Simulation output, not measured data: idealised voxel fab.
Module name: voxel tone inversion (process module)
Each square cell in cross-section cut measures 5 nm, and the section as a whole is 270 nm wide.
Reading order for cross-sections: top band down to bottom band. Underlying form: a grid of square cells. Band size: one or more rows of cells.
It is stipulated that each band's entry specify, in nanometres, the height of the top of the band and then that of its bottom, followed by the materials of the band in left-to-right sequence, each together with its width in nanometres. A single material marked by the word "everywhere" is understood to fill the band from edge to edge; the word "air" is understood to denote empty space.
For the purposes of this specification, 0 denotes the height below which the wafer in its as-received condition is composed wholly of one material, and the lowermost band, lacking a lower limit, extends downward without end, as expressed in "top 0, no bottom".
Width spec "30..40" -> top row of cells at first value, bottom row at second value, equal per-row change in between.
Basically "remained unchanged" means that step didn't change any cell in the cross-section.
Entry "Closed internal voids" = empty spaces >= 8 cells with no open way to the top; each as width x height at distance, distance from left edge, all nm.
Past the settings on a step's line: simulator remark, on that step.
"overlay nm" on a masked step: distance the mask lay right of its planned place, negative for left.
Plan:
| 1 | RECEIVE, material Si |
| 2 | CONFORMAL_DEP, material SiCN, thk nm 5 |
| 3 | DIRECTIONAL_DEP, material aC, thk nm 20 |
| 4 | PATTERN, tone cover, mask id POSTS, material resist, width nm 20, pitch nm 50, thk nm 30, overlay nm 0 |
| 5 | DIRECTIONAL_ETCH, etch materials aC, depth nm 20 |
| 6 | STRIP, etch materials resist |
| 7 | FILL_DEP, material lowk, thk nm 5 |
| 8 | CMP, height nm 25 |
| 9 | STRIP, etch materials aC |
| 10 | CONFORMAL_DEP, material TiN, thk nm 5 |
| 11 | FILL_DEP, material Ru, thk nm 5 |
| 12 | CMP, height nm 25 |
| 13 | CONFORMAL_DEP, material SiN, thk nm 5 |
As-received wafer cross-section (after step 1):
> top 0, no bottom = Si everywhere
> Closed internal voids: none
The first of the two wafers as seen in cross-section once the module was finished; processing followed the plan:
> top 30, bottom 25 = SiN everywhere
> top 25, bottom 10 = 100 of lowk / 5 of TiN / 10 of Ru / 5 of TiN / 30 of lowk / 5 of TiN / 10 of Ru / 5 of TiN / 100 of lowk
> top 10, bottom 5 = 100 of lowk / 20 of TiN / 30 of lowk / 20 of TiN / 100 of lowk
> top 5, bottom 0 = SiCN everywhere
> top 0, no bottom = Si everywhere
> Closed internal voids: none
Module end: cross-section of wafer two of two. Same start and process plan as the first wafer. One mistake during execution:
> top 35, bottom 30 = SiN everywhere
> top 30, bottom 25 = 105 of TiN / 10 of Ru / 40 of TiN / 10 of Ru / 105 of TiN
> top 25, bottom 10 = 100 of lowk / 5 of TiN / 10 of Ru / 5 of TiN / 30 of lowk / 5 of TiN / 10 of Ru / 5 of TiN / 100 of lowk
> top 10, bottom 5 = 100 of lowk / 20 of TiN / 30 of lowk / 20 of TiN / 100 of lowk
> top 5, bottom 0 = SiCN everywhere
> top 0, no bottom = Si everywhere
> Closed internal voids: none
What broke from the plan during processing? step 12 ran as: CMP, height nm 30
Wafer comparison, final, in cells, second relative to first, materials more or fewer: 4 more of Ru, 50 more of TiN
